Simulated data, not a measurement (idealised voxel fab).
You're looking at the process module voxel capacitor over wiring.
cross-section cut | 300 nm wide | cells 5 nm
Just so we're on the same page, the cross-sections are grids of square cells, and they're listed out in bands top to bottom, each band one or more rows deep.
Top height, bottom height, nm. Materials left to right, width each, nm. Single material + "throughout" = fills band edge to edge. "air" = empty.
Note: height 0 marks the level under which the wafer is uniformly one material as received. Lowest band unbounded below, written "from 0 down".
Read "30..40" as a graded width: first number on top, second number at the bottom, same change between each pair of neighbouring rows.
You'll sometimes find "stayed the same" written for a step, and that's the way of saying that nowhere in the cross-section did a cell change during that step.
"Non-vented voids" enumerates empty spaces isolated from the top, with no open way to it, that contain at least 8 cells, giving each as width x height at distance from the left edge, all three in nm.
Past the settings on a step's line: simulator remark, on that step.
Each step line may optionally specify "overlay nm", which for a step with a mask gives the rightward distance between the mask's planned place and where it lay, a negative value indicating the leftward direction.

[Planned step list for the process]
| 1 | RECEIVE | material Si |
| 2 | CONFORMAL_DEP | material SiO2 | thk nm 15 |
| 3 | DIRECTIONAL_DEP | material TiN | thk nm 5 |
| 4 | DIRECTIONAL_DEP | material Ru | thk nm 20 |
| 5 | DIRECTIONAL_DEP | material aC | thk nm 15 |
| 6 | PATTERN | tone cover | mask id METAL_1 | material resist | width nm 25 | pitch nm 90 | thk nm 35 | overlay nm 0 |
| 7 | DIRECTIONAL_ETCH | etch materials aC | depth nm 15 |
| 8 | STRIP | etch materials resist |
| 9 | DIRECTIONAL_ETCH | etch materials Ru | depth nm 20 |
| 10 | DIRECTIONAL_ETCH | etch materials TiN | depth nm 5 |
| 11 | STRIP | etch materials aC |
| 12 | FILL_DEP | material lowk | thk nm 10 |
| 13 | CMP | height nm 40 |
| 14 | CONFORMAL_DEP | material SiCN | thk nm 5 |
| 15 | DIRECTIONAL_DEP | material lowk | thk nm 20 |
| 16 | PATTERN | tone open | mask id PLUG_1 | material resist | width nm 15 | thk nm 20 | overlay nm 0 |
| 17 | DIRECTIONAL_ETCH | etch materials lowk | depth nm 20 |
| 18 | DIRECTIONAL_ETCH | etch materials SiCN | depth nm 5 |
| 19 | STRIP | etch materials resist |
| 20 | CONFORMAL_DEP | material TiN | thk nm 5 |
| 21 | FILL_DEP | material W | thk nm 10 |
| 22 | CMP | height nm 65 |
| 23 | DIRECTIONAL_DEP | material TiN | thk nm 5 |
| 24 | DIRECTIONAL_DEP | material Al2O3 | thk nm 5 |
| 25 | DIRECTIONAL_DEP | material TiN | thk nm 10 |
| 26 | DIRECTIONAL_DEP | material aC | thk nm 15 |
| 27 | PATTERN | tone cover | mask id UPPER_PLATE | material resist | width nm 70 | thk nm 30 | overlay nm 0 |
| 28 | DIRECTIONAL_ETCH | etch materials aC | depth nm 15 |
| 29 | STRIP | etch materials resist |
| 30 | DIRECTIONAL_ETCH | etch materials TiN | depth nm 10 |
| 31 | DIRECTIONAL_ETCH | etch materials Al2O3 | depth nm 5 |
| 32 | STRIP | etch materials aC |
| 33 | MASKED_ETCH | tone cover | mask id LOWER_PLATE | width nm 80 | etch materials TiN | depth nm 5 | overlay nm 0 |
| 34 | FILL_DEP | material SiO2 | thk nm 20 |
| 35 | CMP | height nm 100 |
| 36 | PATTERN | tone open | mask id PLUG_2 | material resist | width nm 15 | thk nm 20 | overlay nm 0 |
| 37 | DIRECTIONAL_ETCH | etch materials SiO2 | depth nm 15 |
| 38 | STRIP | etch materials resist |
| 39 | CONFORMAL_DEP | material TiN | thk nm 5 |
| 40 | FILL_DEP | material Ru | thk nm 5 |
| 41 | CMP | height nm 100 |
| 42 | CONFORMAL_DEP | material SiN | thk nm 5 |

[Received-state cross-section, reflecting completion of step 1]
  from 0 down = Si throughout
  Non-vented voids: none

[One mistake in running the module, otherwise start and plan as above: cross-section at the end]
  from 105 to 100 = SiN throughout
  from 100 to 90 = SiO2: 110, then TiN: 5, then Ru: 5, then TiN: 5, then SiO2: 175
  from 90 to 85 = SiO2: 110, then TiN: 15, then SiO2: 175
  from 85 to 80 = SiO2: 95, then TiN: 5, then SiO2: 70, then TiN: 5, then SiO2: 125
  from 80 to 75 = TiN: 100, then SiO2: 70, then TiN: 130
  from 75 to 70 = Al2O3: 100, then SiO2: 70, then Al2O3: 130
  from 70 to 65 = TiN throughout
  from 65 to 45 = lowk: 100, then TiN: 5, then W: 5, then TiN: 5, then lowk: 185
  from 45 to 40 = SiCN: 100, then TiN: 15, then SiCN: 185
  from 40 to 20 = lowk: 90, then Ru: 25, then lowk: 65, then Ru: 25, then lowk: 95
  from 20 to 15 = lowk: 90, then TiN: 25, then lowk: 65, then TiN: 25, then lowk: 95
  from 15 to 0 = SiO2 throughout
  from 0 down = Si throughout
  Non-vented voids: none
Heads up, the wafer didn't run the way we planned it: step 27 ran with different settings than intended, the actual operation and settings being PATTERN | tone open | mask id UPPER_PLATE | material resist | width nm 70 | thk nm 30 | overlay nm 0
